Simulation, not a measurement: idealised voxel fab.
The following is a process module called voxel gate over fins.
Section cut is 240 nm wide and gridded with 5 nm square cells.
If you're reading a cross-section in this doc, picture square cells in a grid; it comes to you as bands, top ones listed first down to the bottom, and a band can be one or more rows of cells.
Within each band entry, the heights of the top and of the bottom of the band appear first, in that order and in nm; the materials of the band then follow from left to right, each with its corresponding width in nm. The designation "all across" on a single material indicates that it fills the band from edge to edge; the designation "blank" indicates empty space.
Measure heights from 0. That's the level where, below it, the as-received wafer is all one material. The lowest band is bottomless and extends downward; write it as in "0 nm and below".
It should be noted that a width expressed as "30->40" varies in equal increments from row to row of cells within the band, taking the value of the first number at the top row and that of the second number at the bottom row.
Basically "changes: none" means that step didn't change any cell in the cross-section.
"Tabulated closed voids" contains a list of empty spaces, each no smaller than 8 cells and without an open way to the top, written in the form width x height at distance with the distance from the left edge and all three in nm.
Past the settings on a step's line: simulator remark, on that step.
overlay nm: mask right of planned place by this much (step with mask). Neg. = left.
[So here's the lineup of process steps we planned]
1) RECEIVE,material Si
2) CONFORMAL_DEP,material SiN,thk nm 10
3) PATTERN,tone cover,mask id FINS,material resist,width nm 15,pitch nm 60,thk nm 20,overlay nm 0
4) DIRECTIONAL_ETCH,etch materials SiN,depth nm 10
5) DIRECTIONAL_ETCH,etch materials Si,depth nm 40
6) STRIP,etch materials resist
7) OXIDIZE,depth nm 5
8) FILL_DEP,material SiO2,thk nm 15
9) CMP,height nm 10
10) PATTERN,tone open,mask id RAIL,material resist,width nm 15,thk nm 15,overlay nm 0
11) DIRECTIONAL_ETCH,etch materials SiO2,depth nm 45
12) STRIP,etch materials resist
13) CONFORMAL_DEP,material TiN,thk nm 5
14) FILL_DEP,material Ru,thk nm 10
15) CMP,height nm 10
16) SELECTIVE_ETCH,etch materials W Ru TiN,depth nm 30
17) FILL_DEP,material SiO2,thk nm 5
18) CMP,height nm 10
19) SELECTIVE_ETCH,etch materials SiO2,depth nm 20
20) STRIP,etch materials SiN
21) CONFORMAL_DEP,material HfO2,thk nm 5
22) CONFORMAL_DEP,material TiN,thk nm 5
23) CONFORMAL_DEP,material TiAl,thk nm 5
24) CONFORMAL_DEP,material TiN,thk nm 5
25) FILL_DEP,material W,thk nm 15
26) CMP,height nm 30
27) CONFORMAL_DEP,material SiN,thk nm 5
[Cross-section of the wafer as it came to us, i.e., already through step 1]
0 nm and below | Si all across
Tabulated closed voids: none
[The first of the two wafers as seen in cross-section once the module was finished; processing followed the plan]
35 nm to 30 nm | SiN all across
30 nm to 20 nm | W all across
20 nm to 15 nm | 35 of W / 45 of TiN / 15 of W / 45 of TiN / 15 of W / 45 of TiN / 40 of W
15 nm to 10 nm | 35 of W / 5 of TiN / 35 of TiAl / 5 of TiN / 15 of W / 5 of TiN / 35 of TiAl / 5 of TiN / 15 of W / 5 of TiN / 35 of TiAl / 5 of TiN / 40 of W
10 nm to 5 nm | 40 of TiN / 5 of TiAl / 25 of TiN / 5 of TiAl / 25 of TiN / 5 of TiAl / 25 of TiN / 5 of TiAl / 25 of TiN / 5 of TiAl / 25 of TiN / 5 of TiAl / 45 of TiN
5 nm to 0 nm | 45 of TiAl / 5 of TiN / 15 of HfO2 / 5 of TiN / 35 of TiAl / 5 of TiN / 15 of HfO2 / 5 of TiN / 35 of TiAl / 5 of TiN / 15 of HfO2 / 5 of TiN / 50 of TiAl
0 nm to -5 nm | 50 of TiN / 5 of HfO2 / 5 of Si / 5 of HfO2 / 45 of TiN / 5 of HfO2 / 5 of Si / 5 of HfO2 / 45 of TiN / 5 of HfO2 / 5 of Si / 5 of HfO2 / 55 of TiN
-5 nm to -10 nm | 55 of HfO2 / 5 of Si / 55 of HfO2 / 5 of Si / 55 of HfO2 / 5 of Si / 60 of HfO2
-10 nm to -20 nm | 55 of SiO2 / 5 of Si / 55 of SiO2 / 5 of Si / 55 of SiO2 / 5 of Si / 60 of SiO2
-20 nm to -30 nm | 55 of SiO2 / 5 of Si / 20 of SiO2 / 5 of TiN / 5 of Ru / 5 of TiN / 20 of SiO2 / 5 of Si / 55 of SiO2 / 5 of Si / 60 of SiO2
-30 nm to -35 nm | 55 of SiO2 / 5 of Si / 20 of SiO2 / 15 of TiN / 20 of SiO2 / 5 of Si / 55 of SiO2 / 5 of Si / 60 of SiO2
-35 nm to -45 nm | 55 of SiO2 / 5 of Si / 55 of SiO2 / 5 of Si / 55 of SiO2 / 5 of Si / 60 of SiO2
-45 nm and below | Si all across
Tabulated closed voids: none
[What the second wafer looks like in cross-section once the module is done. Its start and its plan matched the first wafer's exactly; what differed was one mistake in how it was run]
35 nm to 30 nm | SiN all across
30 nm to 20 nm | W all across
20 nm to 15 nm | 35 of W / 45 of TiAl / 15 of W / 45 of TiAl / 15 of W / 45 of TiAl / 40 of W
15 nm to 10 nm | 35 of W / 5 of TiAl / 35 of TiN / 5 of TiAl / 15 of W / 5 of TiAl / 35 of TiN / 5 of TiAl / 15 of W / 5 of TiAl / 35 of TiN / 5 of TiAl / 40 of W
10 nm to 5 nm | 40 of TiAl / 35 of TiN / 25 of TiAl / 35 of TiN / 25 of TiAl / 35 of TiN / 45 of TiAl
5 nm to 0 nm | 50 of TiN / 15 of HfO2 / 45 of TiN / 15 of HfO2 / 45 of TiN / 15 of HfO2 / 55 of TiN
0 nm to -5 nm | 50 of TiN / 5 of HfO2 / 5 of Si / 5 of HfO2 / 45 of TiN / 5 of HfO2 / 5 of Si / 5 of HfO2 / 45 of TiN / 5 of HfO2 / 5 of Si / 5 of HfO2 / 55 of TiN
-5 nm to -10 nm | 55 of HfO2 / 5 of Si / 55 of HfO2 / 5 of Si / 55 of HfO2 / 5 of Si / 60 of HfO2
-10 nm to -20 nm | 55 of SiO2 / 5 of Si / 55 of SiO2 / 5 of Si / 55 of SiO2 / 5 of Si / 60 of SiO2
-20 nm to -30 nm | 55 of SiO2 / 5 of Si / 20 of SiO2 / 5 of TiN / 5 of Ru / 5 of TiN / 20 of SiO2 / 5 of Si / 55 of SiO2 / 5 of Si / 60 of SiO2
-30 nm to -35 nm | 55 of SiO2 / 5 of Si / 20 of SiO2 / 15 of TiN / 20 of SiO2 / 5 of Si / 55 of SiO2 / 5 of Si / 60 of SiO2
-35 nm to -45 nm | 55 of SiO2 / 5 of Si / 55 of SiO2 / 5 of Si / 55 of SiO2 / 5 of Si / 60 of SiO2
-45 nm and below | Si all across
Tabulated closed voids: none
What broke from the plan during processing? steps 23 and 24 got flipped, so each one ran where the other should have
By the end, you'd get the same cell count for each material on either wafer, but the second wafer puts them somewhere else.
